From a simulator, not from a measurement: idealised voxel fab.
The following is a process module called voxel air gaps.
Xsec cut, 165 nm wide, square cell size 5 nm.
Square cells in a grid make up a cross-section in this document, and the grid is given as bands, listed from the top down, each one or more rows of cells. Heights first: top, then bottom, in nm. Then materials, left to right, each with a width in nm. "edge to edge" on a single material: fills the band edge to edge. "blank": empty space. A quick word on heights: they are counted from 0, and under that level the wafer as it came to us is one material throughout. The lowest band is different from the rest in having no bottom; it simply continues downward, written as in "0..down". Top row gets the first number, bottom row gets the second, and each row in between changes by the same step: that is how a band width like "30->40" works. What does "nothing different" mean for a step? It means no cell of the cross-section changed in that step. Voids, sealed: empty space of 8 cells or more with no open way to the top, each as width x height at its distance from the left edge, in nm. Anything after a step's settings on that line? It's the simulator's own note about the step. The line of a step may include "overlay nm". On a step with a mask, this value is how far to the right of its planned place the mask lay. A negative value means the mask lay to the left.
## Process steps foreseen in the plan
1 RECEIVE [material Si]
2 CONFORMAL_DEP [material SiO2] [thk nm 15]
3 CONFORMAL_DEP [material SiCN] [thk nm 5]
4 DIRECTIONAL_DEP [material SiO2] [thk nm 35]
5 MASKED_ETCH [tone open] [mask id LINES] [width nm 20] [pitch nm 45] [etch materials SiO2] [depth nm 35] [overlay nm 0]
6 CONFORMAL_DEP [material TiN] [thk nm 5]
7 FILL_DEP [material Cu] [thk nm 5]
8 CMP [height nm 55]
9 EPI [material Ru] [thk nm 10]
10 SELECTIVE_ETCH [etch materials SiO2] [depth nm 45]
11 CONFORMAL_DEP [material SiCN] [thk nm 5]
## Here's what the wafer looked like in cross-section when it arrived - that's after step 1
> 0..down = Si edge to edge
> Voids, sealed: none
## Cross-section, end of module. Start: as above. Plan: as above. Execution: one mistake
> 70..65 = 20 of blank | 140 of SiCN | 5 of blank
> 65..55 = 20 of blank | 5 of SiCN | 40 of Ru | 5 of SiCN | 40 of Ru | 5 of SiCN | 40 of Ru | 5 of SiCN | 5 of blank
> 55..50 = 20 of blank | 15 of SiCN | 5 of TiN | 10 of Cu | 5 of TiN | 25 of SiCN | 5 of TiN | 10 of Cu | 5 of TiN | 25 of SiCN | 5 of TiN | 10 of Cu | 5 of TiN | 15 of SiCN | 5 of blank
> 50..25 = 30 of blank | 5 of SiCN | 5 of TiN | 10 of Cu | 5 of TiN | 5 of SiCN | 15 of blank | 5 of SiCN | 5 of TiN | 10 of Cu | 5 of TiN | 5 of SiCN | 15 of blank | 5 of SiCN | 5 of TiN | 10 of Cu | 5 of TiN | 5 of SiCN | 15 of blank
> 25..20 = 35 of SiCN | 20 of TiN | 25 of SiCN | 20 of TiN | 25 of SiCN | 20 of TiN | 20 of SiCN
> 20..15 = SiCN edge to edge
> 15..0 = SiO2 edge to edge
> 0..down = Si edge to edge
> Voids, sealed: 15 x 25 at 60; 15 x 25 at 105
Want to know what went wrong? step 5 was not run as planned; what actually ran was MASKED_ETCH [tone open] [mask id LINES] [width nm 20] [pitch nm 45] [etch materials SiO2] [depth nm 35] [overlay nm 10]
